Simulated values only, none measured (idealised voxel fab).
The document below concerns the process module designated voxel self aligned vias.
Xsec cut, 255 nm wide, square cell size 5 nm.
Think of the cross-section as a grid of square cells. We describe it in bands, top to bottom, and each band covers one or more rows of those cells.
Band entry format. Leading values: height of top, height of bottom, nm. Remainder: materials in left-to-right order, each with its width in nm. Special words: "edge to edge" on a single material, which then fills the band edge to edge; "empty", empty space.
Height 0 is the level under which the wafer as received is all one material. The lowest band goes on downwards, as in "0 nm and below".
Note: "30 to 40" means the width goes from the first number (top row of the band) to the second number (bottom row) in equal steps per row of cells.
The designation "nothing changed", where it is given for a processing step, indicates that no cell of the cross-section was altered in the course of that step.
The entry "Cavities, sealed" lists the empty spaces that cover at least 8 cells and have no open path to the top. Each is written as width x height at distance, where the distance is measured from the left edge and all three values are in nm.
Read whatever lies past the settings on a step's line as the simulator's own remark about the step.
overlay nm, on a step with a mask: how far to the right of its planned place the mask lay; to the left if negative
## So here's the lineup of process steps we planned
step 1: RECEIVE,material Si
step 2: CONFORMAL_DEP,material SiO2,thk nm 10
step 3: CONFORMAL_DEP,material SiCN,thk nm 5
step 4: DIRECTIONAL_DEP,material lowk,thk nm 30
step 5: PATTERN,tone open,mask id LINES,material resist,width nm 25,pitch nm 70,thk nm 15,overlay nm 0
step 6: DIRECTIONAL_ETCH,etch materials lowk,depth nm 30
step 7: STRIP,etch materials resist
step 8: CONFORMAL_DEP,material TiN,thk nm 5
step 9: FILL_DEP,material Ru,thk nm 5
step 10: CMP,height nm 45
step 11: SELECTIVE_ETCH,etch materials W Ru TiN,depth nm 5
step 12: FILL_DEP,material SiN,thk nm 10
step 13: CMP,height nm 45
step 14: DIRECTIONAL_DEP,material lowk,thk nm 15
step 15: DIRECTIONAL_DEP,material aC,thk nm 10
step 16: PATTERN,tone open,mask id VIAS,material resist,width nm 45,thk nm 30,overlay nm -15
step 17: DIRECTIONAL_ETCH,etch materials aC,depth nm 10
step 18: STRIP,etch materials resist
step 19: DIRECTIONAL_ETCH,etch materials lowk,depth nm 15
step 20: DIRECTIONAL_ETCH,etch materials SiN,depth nm 5
step 21: STRIP,etch materials aC
step 22: CONFORMAL_DEP,material TiN,thk nm 5
step 23: FILL_DEP,material Ru,thk nm 5
step 24: CMP,height nm 60
step 25: CONFORMAL_DEP,material SiN,thk nm 5
For this document, wafers share an identical start and vary in the step 16 overlay nm; the plan quotes the first wafer's value.
## As received, i.e. after step 1: cross-section through the first of several wafers
	0 nm and below = Si edge to edge
	Cavities, sealed: none
## Here is how to read the rows: every wafer has a row, and it shows the wafer at the end of the module, giving for each material how many cells were gained (+) or lost (-) since the wafer was received, then listing its closed voids
overlay nm -15 | +40 Ru | +51 SiCN | +57 SiN | +102 SiO2 | +41 TiN | +372 lowk | Cavities, sealed: none
overlay nm -10 | +41 Ru | +51 SiCN | +56 SiN | +102 SiO2 | +41 TiN | +372 lowk | Cavities, sealed: none
overlay nm -5 | +41 Ru | +51 SiCN | +56 SiN | +102 SiO2 | +41 TiN | +372 lowk | Cavities, sealed: none
overlay nm 0 | +41 Ru | +51 SiCN | +56 SiN | +102 SiO2 | +41 TiN | +372 lowk | Cavities, sealed: none
overlay nm 5 | +41 Ru | +51 SiCN | +56 SiN | +102 SiO2 | +41 TiN | +372 lowk | Cavities, sealed: none
overlay nm 10 | +41 Ru | +51 SiCN | +56 SiN | +102 SiO2 | +41 TiN | +372 lowk | Cavities, sealed: none
overlay nm 15 | +40 Ru | +51 SiCN | +57 SiN | +102 SiO2 | +41 TiN | +372 lowk | Cavities, sealed: none
